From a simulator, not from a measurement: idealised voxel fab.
A process module follows: voxel wiring stack.
Square cell edge 5 nm, section width 230 nm, ID cut.
Each cross-section below is a grid of square cells, stated as bands in top-down order, with one or more rows of cells making up each band. Per band: top height and bottom height in nm, followed by the left-to-right materials and their widths in nm; "full width" marks a single material spanning edge to edge, "blank" marks empty space. Note: height 0 marks the level under which the wafer is uniformly one material as received. Lowest band unbounded below, written "z 0 and below". Top row gets the first number, bottom row gets the second, and each row in between changes by the same step: that is how a band width like "30 to 40" works. It should be understood that the words "left unchanged", when stated for a given step, signify that the cross-section underwent no change in any of its cells during that step. The label "Closed void list" introduces a list of the empty spaces, 8 cells or larger, that have no open way up to the top; each entry in it reads width x height at distance, where the distance is taken from the left edge and all three are stated in nm. Read whatever lies past the settings on a step's line as the simulator's own remark about the step. A step's line can hold "overlay nm"; with a mask on that step, the setting says how far right of the planned place the mask lay, while a negative setting says it lay to the left.

-- The process steps that were planned are listed below
1 RECEIVE | material Si
2 CONFORMAL_DEP | material SiO2 | thk nm 10
3 DIRECTIONAL_DEP | material TiN | thk nm 5
4 DIRECTIONAL_DEP | material W | thk nm 15
5 MASKED_ETCH | tone cover | mask id METAL_1 | width nm 30 | pitch nm 60 | etch materials W | depth nm 15 | overlay nm 0
6 MASKED_ETCH | tone cover | mask id METAL_1 | width nm 30 | pitch nm 60 | etch materials TiN | depth nm 5 | overlay nm 0
7 FILL_DEP | material SiO2 | thk nm 5
8 CMP | height nm 30
9 CONFORMAL_DEP | material SiCN | thk nm 5
10 DIRECTIONAL_DEP | material SiO2 | thk nm 25
11 DIRECTIONAL_DEP | material aC | thk nm 10
12 PATTERN | tone open | mask id METAL_2_HOLES | material resist | width nm 15 | pitch nm 60 | thk nm 25 | overlay nm 0
13 DIRECTIONAL_ETCH | etch materials aC | depth nm 10
14 STRIP | etch materials resist
15 DIRECTIONAL_ETCH | etch materials SiO2 | depth nm 25
16 STRIP | etch materials aC
17 PATTERN | tone open | mask id METAL_2 | material resist | width nm 30 | pitch nm 60 | thk nm 20 | overlay nm 0
18 DIRECTIONAL_ETCH | etch materials SiO2 | depth nm 15
19 DIRECTIONAL_ETCH | etch materials SiCN | depth nm 5
20 STRIP | etch materials resist
21 CONFORMAL_DEP | material TiN | thk nm 5
22 FILL_DEP | material Cu | thk nm 5
23 CMP | height nm 60
24 CONFORMAL_DEP | material SiCN | thk nm 5

-- Cross-section, incoming material, after step 1
> z 0 and below = Si full width
> Closed void list: none

-- First of two wafers: cross-section at end of module, run per plan
> z 65 to 60 = SiCN full width
> z 60 to 50 = SiO2=40 / TiN=5 / Cu=20 / TiN=5 / SiO2=30 / TiN=5 / Cu=20 / TiN=5 / SiO2=30 / TiN=5 / Cu=20 / TiN=5 / SiO2=40
> z 50 to 45 = SiO2=40 / TiN=5 / Cu=5 / TiN=20 / SiO2=30 / TiN=5 / Cu=5 / TiN=20 / SiO2=30 / TiN=5 / Cu=5 / TiN=20 / SiO2=40
> z 45 to 35 = SiO2=40 / TiN=5 / Cu=5 / TiN=5 / SiO2=45 / TiN=5 / Cu=5 / TiN=5 / SiO2=45 / TiN=5 / Cu=5 / TiN=5 / SiO2=55
> z 35 to 30 = SiCN=40 / TiN=15 / SiCN=45 / TiN=15 / SiCN=45 / TiN=15 / SiCN=55
> z 30 to 15 = SiO2=40 / W=30 / SiO2=30 / W=30 / SiO2=30 / W=30 / SiO2=40
> z 15 to 10 = SiO2=40 / TiN=30 / SiO2=30 / TiN=30 / SiO2=30 / TiN=30 / SiO2=40
> z 10 to 0 = SiO2 full width
> z 0 and below = Si full width
> Closed void list: none

-- Wafer two cross-section, module end. Start and plan unchanged from wafer one; one mistake made during the run
> z 65 to 60 = SiCN full width
> z 60 to 45 = SiO2=40 / TiN=5 / Cu=20 / TiN=5 / SiO2=30 / TiN=5 / Cu=20 / TiN=5 / SiO2=30 / TiN=5 / Cu=20 / TiN=5 / SiO2=40
> z 45 to 35 = SiO2=40 / TiN=5 / Cu=5 / TiN=20 to 5 / SiO2=30 to 45 / TiN=5 / Cu=5 / TiN=20 to 5 / SiO2=30 to 45 / TiN=5 / Cu=5 / TiN=20 to 5 / SiO2=40 to 55
> z 35 to 30 = SiCN=40 / TiN=15 / SiCN=45 / TiN=15 / SiCN=45 / TiN=15 / SiCN=55
> z 30 to 15 = SiO2=40 / W=30 / SiO2=30 / W=30 / SiO2=30 / W=30 / SiO2=40
> z 15 to 10 = SiO2=40 / TiN=30 / SiO2=30 / TiN=30 / SiO2=30 / TiN=30 / SiO2=40
> z 10 to 0 = SiO2 full width
> z 0 and below = Si full width
> Closed void list: none
Finding, execution versus plan: step 18, actual vs plan mismatch, actual run DIRECTIONAL_ETCH | etch materials SiO2 | depth nm 20
Final tally in cells, some materials are higher or lower on the second wafer than on the first: Cu +9 | SiO2 -9
